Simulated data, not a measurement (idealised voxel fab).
This is a process module. Its name is voxel air gaps.
FYI the section here is cut, 260 nm wide, cells are 5 nm squares.
Cross-sections here: square-cell grids, written as top-down lists of bands, a band being one or more rows of cells. Top height, bottom height, nm. Materials left to right, width each, nm. Single material + "all across" = fills band edge to edge. "empty" = empty. Heights are reckoned from 0. Under this level, the received wafer is all of one material. The bottommost band is open-ended downward, for example "from 0 down". The two numbers in a width such as "30->40" mark its ends across the band: the first belongs to the top row of cells, the second to the bottom row, and from each row to the next the width moves by the same amount. It should be understood that the words "remains unaltered", when stated for a given step, signify that the cross-section underwent no change in any of its cells during that step. The list in "Sealed void list" covers empty spaces of 8 cells or more that cannot reach the top through any open way, and it gives each as width x height at distance; the distance is from the left edge, and width, height and distance are in nm. after a step's settings: what the simulator itself notes on the step. "overlay nm" on a masked step: distance the mask lay right of its planned place, negative for left.
**The planned process steps are enumerated hereunder**
1,RECEIVE | material Si
2,CONFORMAL_DEP | material SiO2 | thk nm 10
3,CONFORMAL_DEP | material SiCN | thk nm 5
4,DIRECTIONAL_DEP | material lowk | thk nm 35
5,DIRECTIONAL_DEP | material aC | thk nm 10
6,PATTERN | tone open | mask id LINES | material resist | width nm 25 | pitch nm 55 | thk nm 30 | overlay nm 0
7,DIRECTIONAL_ETCH | etch materials aC | depth nm 5
8,STRIP | etch materials resist
9,DIRECTIONAL_ETCH | etch materials lowk | depth nm 35
10,STRIP | etch materials aC
11,CONFORMAL_DEP | material TiN | thk nm 5
12,FILL_DEP | material Ru | thk nm 10
13,CMP | height nm 50
14,EPI | material Ru | thk nm 10
15,SELECTIVE_ETCH | etch materials lowk | depth nm 45
16,CONFORMAL_DEP | material SiCN | thk nm 5
Wafer-to-wafer difference: depth nm, step 7. Common start. Plan = first wafer's value.
**After step 1, as received: first of several wafers, cross-section**
> from 0 down: Si all across
> Sealed void list: none
**Basically each wafer gets a line in the table, showing it at the end of the module: material by material, the cells it gained (+) or lost (-) since we got it, then its closed voids**
depth nm 5, +104 SiCN, +104 SiO2, Sealed void list: none
depth nm 10, +144 Ru, +208 SiCN, +104 SiO2, +68 TiN, Sealed void list: 20 x 25 at 65; 20 x 25 at 120; 20 x 25 at 175
depth nm 15, +144 Ru, +208 SiCN, +104 SiO2, +68 TiN, Sealed void list: 20 x 25 at 65; 20 x 25 at 120; 20 x 25 at 175
depth nm 20, +144 Ru, +208 SiCN, +104 SiO2, +68 TiN, Sealed void list: 20 x 25 at 65; 20 x 25 at 120; 20 x 25 at 175
depth nm 25, +144 Ru, +208 SiCN, +104 SiO2, +68 TiN, Sealed void list: 20 x 25 at 65; 20 x 25 at 120; 20 x 25 at 175
